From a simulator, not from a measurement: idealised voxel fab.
process module | voxel fin reveal
cross-section cut | 175 nm wide | cells 5 nm
A cross-section is a grid of square cells, given in bands from the top down. A band is one or more rows of cells.
Each band's line starts with the height of the band's top and of its bottom, in nm. Then come its materials from left to right, each with its width in nm. One material with "throughout" fills the band from edge to edge. "air" is empty space.
Height 0 is the level under which the wafer as received is all one material. The lowest band goes on downwards, as in "0 down".
A width such as "30 to 40" changes by the same amount from each row of cells to the next, from the band's top row to its bottom row.
"no change" after a step means that no cell of the cross-section changed.
closed voids: empty space of 8 cells or more with no open way to the top, each as width x height at its distance from the left edge, in nm
after a step's settings: what the simulator itself notes on the step
overlay nm, on a step with a mask: how far to the right of its planned place the mask lay; to the left if negative
plan
1 op RECEIVE | material Si
2 op CONFORMAL_DEP | material SiN | thk nm 10
3 op MASKED_ETCH | tone cover | mask id FINS | width nm 15 | pitch nm 35 | etch materials SiN | depth nm 10 | overlay nm 0
4 op MASKED_ETCH | tone cover | mask id FINS | width nm 15 | pitch nm 35 | etch materials Si | depth nm 35 | overlay nm 0
5 op OXIDIZE | depth nm 5
6 op FILL_DEP | material SiO2 | thk nm 15
7 op CMP | height nm 10
8 op SELECTIVE_ETCH | etch materials SiO2 | depth nm 30
9 op STRIP | etch materials SiN
first wafer, as planned
as received, after step 1
  0 down: Si throughout
  closed voids: none
after step 2
  10 to 0: SiN throughout
  below 0: unchanged
after step 3
  10 to 0: air 60 | SiN 15 | air 20 | SiN 15 | air 65
  below 0: unchanged
after step 4
  10 to 0: air 60 | SiN 15 | air 20 | SiN 15 | air 65
  0 to -35: air 60 | Si 15 | air 20 | Si 15 | air 65
  below -35: unchanged
after step 5
  10 to 0: air 60 | SiN 15 | air 20 | SiN 15 | air 65
  0 to -35: air 60 | SiO2 5 | Si 5 | SiO2 5 | air 20 | SiO2 5 | Si 5 | SiO2 5 | air 65
  -35 to -40: SiO2 65 | Si 5 | SiO2 30 | Si 5 | SiO2 70
  below -40: unchanged
after step 6
  25 to 10: SiO2 throughout
  10 to 0: SiO2 60 | SiN 15 | SiO2 20 | SiN 15 | SiO2 65
  0 to -40: SiO2 65 | Si 5 | SiO2 30 | Si 5 | SiO2 70
  below -40: unchanged
after step 7
  10 to 0: SiO2 60 | SiN 15 | SiO2 20 | SiN 15 | SiO2 65
  below 0: unchanged
after step 8
  10 to 0: air 60 | SiN 15 | air 20 | SiN 15 | air 65
  0 to -20: air 65 | Si 5 | air 30 | Si 5 | air 70
  below -20: unchanged
after step 9
  0 to -20: air 65 | Si 5 | air 30 | Si 5 | air 70
  below -20: unchanged
second wafer: like start, like plan, one mistake. Through step 7 it matches the first wafer
when step 8 should have ended
  10 to 0: air 60 | SiN 15 | air 20 | SiN 15 | air 65
  0 to -40: air 65 | Si 5 | air 30 | Si 5 | air 70
  below -40: unchanged
when step 9 should have ended
  0 to -40: air 65 | Si 5 | air 30 | Si 5 | air 70
  below -40: unchanged
what went wrong: step 8 was run twice
at the end the second wafer has, in cells: 132 fewer of SiO2
